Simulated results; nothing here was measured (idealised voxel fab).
Title: Process Module voxel air gaps
Section cut is 185 nm wide and gridded with 5 nm square cells.
The cross-sections in this document take the form of a grid made of square cells. They are written out as bands, in order from top to bottom. Each band consists of one or more rows of cells. What a band's entry tells you: where the top is and where the bottom is, as heights in nm, and after that what lies inside, material by material from left to right, each with its width in nm. Empty space is written as the word "air", and a single material marked with the word "everywhere" occupies the band from edge to edge. Height reference: 0 = level under which incoming wafer is all one material. Lowest band: no bottom, runs on downward, e.g. "top 0, no bottom". The expression "30 to 40" gives the width at the extremes of the band, the first number at its top row of cells and the second at its bottom row, with the width changing by equal amounts from each row to the next in between. Reading "changes: none" for a step: not a cell of the cross-section changed in it. You'll see "Enclosed cavities" listing empty spaces that have no way open to the top, as long as they're 8 cells or more; the notation is width x height at distance, where the distance is from the left edge, and all of it is in nm. after a step's settings: what the simulator itself notes on the step. "overlay nm", when on a step's line for a step with a mask, measures how far to the right of its planned place the mask lay; a negative measure means to the left.
# This section lists the process steps that were planned
step 1: RECEIVE (material Si)
step 2: CONFORMAL_DEP (material SiO2; thk nm 10)
step 3: CONFORMAL_DEP (material SiN; thk nm 5)
step 4: DIRECTIONAL_DEP (material lowk; thk nm 40)
step 5: PATTERN (tone open; mask id LINES; material resist; width nm 15; pitch nm 40; thk nm 15; overlay nm 0)
step 6: DIRECTIONAL_ETCH (etch materials lowk; depth nm 40)
step 7: STRIP (etch materials resist)
step 8: CONFORMAL_DEP (material TiN; thk nm 5)
step 9: FILL_DEP (material Ru; thk nm 10)
step 10: CMP (height nm 55)
step 11: EPI (material Ru; thk nm 10)
step 12: SELECTIVE_ETCH (etch materials lowk; depth nm 50)
step 13: CONFORMAL_DEP (material SiCN; thk nm 5)
# The first of the two wafers, which ran as planned
# Cross-section of the wafer as it came to us, i.e., already through step 1
> top 0, no bottom = Si everywhere
> Enclosed cavities: none
# Once step 2 is through, the wafer looks like this in cross-section
> top 10, bottom 0 = SiO2 everywhere
> Under 0: no change, same as before.
# Once step 3 is through, the wafer looks like this in cross-section
> top 15, bottom 10 = SiN everywhere
> Under 10: no change, same as before.
# Once step 4 is through, the wafer looks like this in cross-section
> top 55, bottom 15 = lowk everywhere
> Under 15: no change, same as before.
# Once step 5 is through, the wafer looks like this in cross-section
> top 70, bottom 55 = 45 of resist; 15 of air; 25 of resist; 15 of air; 25 of resist; 15 of air; 45 of resist
> Under 55: no change, same as before.
# Once step 6 is through, the wafer looks like this in cross-section
> top 70, bottom 55 = 45 of resist; 15 of air; 25 of resist; 15 of air; 25 of resist; 15 of air; 45 of resist
> top 55, bottom 15 = 45 of lowk; 15 of air; 25 of lowk; 15 of air; 25 of lowk; 15 of air; 45 of lowk
> Under 15: no change, same as before.
# Once step 7 is through, the wafer looks like this in cross-section
> top 55, bottom 15 = 45 of lowk; 15 of air; 25 of lowk; 15 of air; 25 of lowk; 15 of air; 45 of lowk
> Under 15: no change, same as before.
# Once step 8 is through, the wafer looks like this in cross-section
> top 60, bottom 55 = 50 of TiN; 5 of air; 35 of TiN; 5 of air; 35 of TiN; 5 of air; 50 of TiN
> top 55, bottom 20 = 45 of lowk; 5 of TiN; 5 of air; 5 of TiN; 25 of lowk; 5 of TiN; 5 of air; 5 of TiN; 25 of lowk; 5 of TiN; 5 of air; 5 of TiN; 45 of lowk
> top 20, bottom 15 = 45 of lowk; 15 of TiN; 25 of lowk; 15 of TiN; 25 of lowk; 15 of TiN; 45 of lowk
> Under 15: no change, same as before.
# Once step 9 is through, the wafer looks like this in cross-section
> top 70, bottom 60 = Ru everywhere
> top 60, bottom 55 = 50 of TiN; 5 of Ru; 35 of TiN; 5 of Ru; 35 of TiN; 5 of Ru; 50 of TiN
> top 55, bottom 20 = 45 of lowk; 5 of TiN; 5 of Ru; 5 of TiN; 25 of lowk; 5 of TiN; 5 of Ru; 5 of TiN; 25 of lowk; 5 of TiN; 5 of Ru; 5 of TiN; 45 of lowk
> Under 20: no change, same as before.
# Once step 10 is through, the wafer looks like this in cross-section
> top 55, bottom 20 = 45 of lowk; 5 of TiN; 5 of Ru; 5 of TiN; 25 of lowk; 5 of TiN; 5 of Ru; 5 of TiN; 25 of lowk; 5 of TiN; 5 of Ru; 5 of TiN; 45 of lowk
> Under 20: no change, same as before.
# Once step 11 is through, the wafer looks like this in cross-section
> top 65, bottom 55 = 35 of air; 35 of Ru; 5 of air; 35 of Ru; 5 of air; 35 of Ru; 35 of air
> Under 55: no change, same as before.
# Once step 12 is through, the wafer looks like this in cross-section
> top 65, bottom 55 = 35 of air; 35 of Ru; 5 of air; 35 of Ru; 5 of air; 35 of Ru; 35 of air
> top 55, bottom 20 = 45 of air; 5 of TiN; 5 of Ru; 5 of TiN; 25 of air; 5 of TiN; 5 of Ru; 5 of TiN; 25 of air; 5 of TiN; 5 of Ru; 5 of TiN; 45 of air
> top 20, bottom 15 = 45 of air; 15 of TiN; 25 of air; 15 of TiN; 25 of air; 15 of TiN; 45 of air
> Under 15: no change, same as before.
# Once step 13 is through, the wafer looks like this in cross-section
> top 70, bottom 65 = 30 of air; 125 of SiCN; 30 of air
> top 65, bottom 55 = 30 of air; 5 of SiCN; 35 of Ru; 5 of SiCN; 35 of Ru; 5 of SiCN; 35 of Ru; 5 of SiCN; 30 of air
> top 55, bottom 50 = 30 of air; 15 of SiCN; 5 of TiN; 5 of Ru; 5 of TiN; 25 of SiCN; 5 of TiN; 5 of Ru; 5 of TiN; 25 of SiCN; 5 of TiN; 5 of Ru; 5 of TiN; 15 of SiCN; 30 of air
> top 50, bottom 20 = 40 of air; 5 of SiCN; 5 of TiN; 5 of Ru; 5 of TiN; 5 of SiCN; 15 of air; 5 of SiCN; 5 of TiN; 5 of Ru; 5 of TiN; 5 of SiCN; 15 of air; 5 of SiCN; 5 of TiN; 5 of Ru; 5 of TiN; 5 of SiCN; 40 of air
> top 20, bottom 15 = 45 of SiCN; 15 of TiN; 25 of SiCN; 15 of TiN; 25 of SiCN; 15 of TiN; 45 of SiCN
> Under 15: no change, same as before.
> Enclosed cavities: 15 x 30 at 65; 15 x 30 at 105
# What follows concerns the second wafer, which started out like the first and was meant to follow the very same plan; one mistake crept in when it was run, but everything up to and including step 10 is the same as for the first wafer
# Cross-section of the second wafer at the time step 11 of the plan should have ended
> top 75, bottom 55 = 25 of air; 135 of Ru; 25 of air
> Under 55: no change, same as before.
# Cross-section of the second wafer at the time step 12 of the plan should have ended
> top 75, bottom 55 = 25 of air; 135 of Ru; 25 of air
> top 55, bottom 20 = 45 of air; 5 of TiN; 5 of Ru; 5 of TiN; 25 of lowk; 5 of TiN; 5 of Ru; 5 of TiN; 25 of lowk; 5 of TiN; 5 of Ru; 5 of TiN; 45 of air
> top 20, bottom 15 = 45 of air; 15 of TiN; 25 of lowk; 15 of TiN; 25 of lowk; 15 of TiN; 45 of air
> Under 15: no change, same as before.
# Cross-section of the second wafer at the time step 13 of the plan should have ended
> top 80, bottom 75 = 20 of air; 145 of SiCN; 20 of air
> top 75, bottom 55 = 20 of air; 5 of SiCN; 135 of Ru; 5 of SiCN; 20 of air
> top 55, bottom 50 = 20 of air; 25 of SiCN; 5 of TiN; 5 of Ru; 5 of TiN; 25 of lowk; 5 of TiN; 5 of Ru; 5 of TiN; 25 of lowk; 5 of TiN; 5 of Ru; 5 of TiN; 25 of SiCN; 20 of air
> top 50, bottom 20 = 40 of air; 5 of SiCN; 5 of TiN; 5 of Ru; 5 of TiN; 25 of lowk; 5 of TiN; 5 of Ru; 5 of TiN; 25 of lowk; 5 of TiN; 5 of Ru; 5 of TiN; 5 of SiCN; 40 of air
> top 20, bottom 15 = 45 of SiCN; 15 of TiN; 25 of lowk; 15 of TiN; 25 of lowk; 15 of TiN; 45 of SiCN
> Under 15: no change, same as before.
What was the processing mistake? yeah, plan step 11 got run twice
Upon completion, the second wafer contains, in terms of cells, a greater or smaller amount of certain materials than the first wafer: +66 Ru; -36 SiCN; +80 lowk
Final closed voids: first wafer 2, second wafer 0.
